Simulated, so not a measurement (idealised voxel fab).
The name of this process module is voxel double patterning.
It is cross-section cut that appears here, measuring 160 nm in width, its square cells being 5 nm in size.
Just so we're on the same page, the cross-sections are grids of square cells, and they're listed out in bands top to bottom, each band one or more rows deep.
Top height, bottom height, nm. Materials left to right, width each, nm. Single material + "edge to edge" = fills band edge to edge. "blank" = empty.
Where do heights start? At 0: under that level the wafer as delivered is made of one material only. And the lowest band has no floor; it just carries on downward, as in "0 and below".
Graded width ("30..40"): value in top row of band = first number; value in bottom row = second number; row-to-row change constant.
Given "remained unchanged" for a step, no cell of the cross-section differs between before and after that step.
Basically, "Sealed voids" tells you about the enclosed voids: empty spaces with no open way to the top, 8 cells or bigger, each written width x height at distance, where distance is from the left edge, all in nm.
Text after the settings on a step's line: the simulator's own remark on that step.
overlay nm: how far to the right of its planned place the mask lay on this masked step (negative: to the left).

**Set out below are the planned steps of the process**
1. RECEIVE | material Si
2. CONFORMAL_DEP | material SiN | thk nm 5
3. DIRECTIONAL_DEP | material SiO2 | thk nm 20
4. DIRECTIONAL_DEP | material SiCN | thk nm 5
5. DIRECTIONAL_DEP | material aC | thk nm 15
6. PATTERN | tone open | mask id FIRST | material resist | width nm 15 | pitch nm 50 | thk nm 30 | overlay nm 0
7. DIRECTIONAL_ETCH | etch materials aC | depth nm 15
8. STRIP | etch materials resist
9. DIRECTIONAL_ETCH | etch materials SiCN | depth nm 5
10. STRIP | etch materials aC
11. DIRECTIONAL_DEP | material aC | thk nm 10
12. PATTERN | tone open | mask id SECOND | material resist | width nm 15 | thk nm 25 | overlay nm 0
13. DIRECTIONAL_ETCH | etch materials aC | depth nm 10
14. STRIP | etch materials resist
15. DIRECTIONAL_ETCH | etch materials SiCN | depth nm 5
16. STRIP | etch materials aC
17. DIRECTIONAL_ETCH | etch materials SiO2 | depth nm 20
18. STRIP | etch materials SiCN

**Cross-section of the wafer at receipt, which is the condition after step 1**
- 0 and below = Si edge to edge
- Sealed voids: none

**This is how the wafer looks in cross-section once the module is done, given the starting state and plan above and one mistake in carrying the plan out**
- 25 down to 20 = SiN edge to edge
- 20 down to 0 = SiO2 edge to edge
- 0 and below = Si edge to edge
- Sealed voids: none
what went wrong: a sequencing error occurred in which plan steps 2 and 3 were transposed
